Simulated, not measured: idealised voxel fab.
process module | voxel self aligned contacts
cross-section cut | 210 nm wide | cells 5 nm
A cross-section is a grid of square cells, given in bands from the top down. A band is one or more rows of cells.
Each band's line starts with the height of the band's top and of its bottom, in nm. Then come its materials from left to right, each with its width in nm. One material with "throughout" fills the band from edge to edge. "air" is empty space.
Height 0 is the level under which the wafer as received is all one material. The lowest band goes on downwards, as in "0 down".
A width such as "30 to 40" changes by the same amount from each row of cells to the next, from the band's top row to its bottom row.
"no change" after a step means that no cell of the cross-section changed.
closed voids: empty space of 8 cells or more with no open way to the top, each as width x height at its distance from the left edge, in nm
after a step's settings: what the simulator itself notes on the step
overlay nm, on a step with a mask: how far to the right of its planned place the mask lay; to the left if negative
plan
1 op RECEIVE | material Si
2 op CONFORMAL_DEP | material SiO2 | thk nm 5
3 op DIRECTIONAL_DEP | material polySi | thk nm 20
4 op DIRECTIONAL_DEP | material SiN | thk nm 15
5 op DIRECTIONAL_DEP | material aC | thk nm 15
6 op PATTERN | tone cover | mask id GATE | material resist | width nm 30 | pitch nm 55 | thk nm 30 | overlay nm 0
7 op DIRECTIONAL_ETCH | etch materials aC | depth nm 15
8 op STRIP | etch materials resist
9 op DIRECTIONAL_ETCH | etch materials SiN | depth nm 15
10 op DIRECTIONAL_ETCH | etch materials polySi | depth nm 20
11 op STRIP | etch materials aC
12 op CONFORMAL_DEP | material SiN | thk nm 5
13 op DIRECTIONAL_ETCH | etch materials SiN | depth nm 5
14 op FILL_DEP | material SiO2 | thk nm 20
15 op CMP | height nm 50
16 op DIRECTIONAL_DEP | material aC | thk nm 10
17 op PATTERN | tone open | mask id CONTACT | material resist | width nm 35 | thk nm 30 | overlay nm 0
18 op DIRECTIONAL_ETCH | etch materials aC | depth nm 10
19 op STRIP | etch materials resist
20 op DIRECTIONAL_ETCH | etch materials SiO2 | depth nm 50
21 op STRIP | etch materials aC
22 op CONFORMAL_DEP | material TiN | thk nm 5
23 op FILL_DEP | material W | thk nm 10
24 op CMP | height nm 50
25 op CONFORMAL_DEP | material SiN | thk nm 5
as received, after step 1
  0 down: Si throughout
  closed voids: none
first wafer at the end, as planned
  55 to 50: SiN throughout
  50 to 40: SiO2 85 | TiN 5 to 15 | W 25 to 5 | TiN 5 to 15 | SiO2 90
  40 to 25: SiO2 55 | SiN 40 | TiN 5 | W 5 | TiN 5 | SiN 40 | SiO2 60
  25 to 5: SiO2 55 | SiN 5 | polySi 30 | SiN 5 | TiN 5 | W 5 | TiN 5 | SiN 5 | polySi 30 | SiN 5 | SiO2 60
  5 to 0: SiO2 95 | TiN 15 | SiO2 100
  0 down: Si throughout
  closed voids: none
second wafer at the end: like start, like plan, one mistake
  55 to 50: SiN throughout
  50 to 40: SiO2 85 | TiN 5 to 15 | polySi 25 to 5 | TiN 5 to 15 | SiO2 90
  40 to 25: SiO2 55 | SiN 40 | TiN 5 | polySi 5 | TiN 5 | SiN 40 | SiO2 60
  25 to 5: SiO2 55 | SiN 5 | polySi 30 | SiN 5 | TiN 5 | polySi 5 | TiN 5 | SiN 5 | polySi 30 | SiN 5 | SiO2 60
  5 to 0: SiO2 95 | TiN 15 | SiO2 100
  0 down: Si throughout
  closed voids: none
what went wrong: step 23 ran as: op FILL_DEP | material polySi | thk nm 10
at the end the second wafer has, in cells: 13 fewer of W | 13 more of polySi
